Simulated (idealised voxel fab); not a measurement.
process module | voxel quadruple lines
cross-section cut | 300 nm wide | cells 5 nm
A cross-section is a grid of square cells, given in bands from the top down. A band is one or more rows of cells.
Each band's line starts with the height of the band's top and of its bottom, in nm. Then come its materials from left to right, each with its width in nm. One material with "throughout" fills the band from edge to edge. "air" is empty space.
Height 0 is the level under which the wafer as received is all one material. The lowest band goes on downwards, as in "0 down".
A width such as "30 to 40" changes by the same amount from each row of cells to the next, from the band's top row to its bottom row.
"no change" after a step means that no cell of the cross-section changed.
closed voids: empty space of 8 cells or more with no open way to the top, each as width x height at its distance from the left edge, in nm
after a step's settings: what the simulator itself notes on the step
overlay nm, on a step with a mask: how far to the right of its planned place the mask lay; to the left if negative
plan
1 op RECEIVE | material Si
2 op CONFORMAL_DEP | material Al2O3 | thk nm 5
3 op DIRECTIONAL_DEP | material W | thk nm 10
4 op DIRECTIONAL_DEP | material polySi | thk nm 15
5 op DIRECTIONAL_DEP | material aC | thk nm 25
6 op PATTERN | tone cover | mask id MANDREL | material resist | width nm 30 | pitch nm 80 | thk nm 30 | overlay nm 0
7 op DIRECTIONAL_ETCH | etch materials aC | depth nm 25
8 op STRIP | etch materials resist
9 op CONFORMAL_DEP | material SiO2 | thk nm 10
10 op DIRECTIONAL_ETCH | etch materials SiO2 | depth nm 10
11 op STRIP | etch materials aC
12 op DIRECTIONAL_ETCH | etch materials polySi | depth nm 15
13 op STRIP | etch materials SiO2
14 op CONFORMAL_DEP | material SiN | thk nm 10
15 op DIRECTIONAL_ETCH | etch materials SiN | depth nm 10
16 op STRIP | etch materials polySi
17 op DIRECTIONAL_ETCH | etch materials W | depth nm 10
18 op STRIP | etch materials SiN
as received, after step 1
  0 down: Si throughout
  closed voids: none
first wafer at the end, as planned
  15 to 5: air 75 | W 10 | air 10 | W 10 | air 10 | W 10 | air 10 | W 10 | air 10 | W 10 | air 10 | W 10 | air 10 | W 10 | air 10 | W 10 | air 75
  5 to 0: Al2O3 throughout
  0 down: Si throughout
  closed voids: none
second wafer at the end: like start, like plan, one mistake
  20 to 10: air 75 | W 10 | air 10 | W 10 | air 10 | W 10 | air 10 | W 10 | air 10 | W 10 | air 10 | W 10 | air 10 | W 10 | air 10 | W 10 | air 75
  10 to 5: W throughout
  5 to 0: Al2O3 throughout
  0 down: Si throughout
  closed voids: none
what went wrong: step 3 ran as: op DIRECTIONAL_DEP | material W | thk nm 15
at the end the second wafer has, in cells: 60 more of W
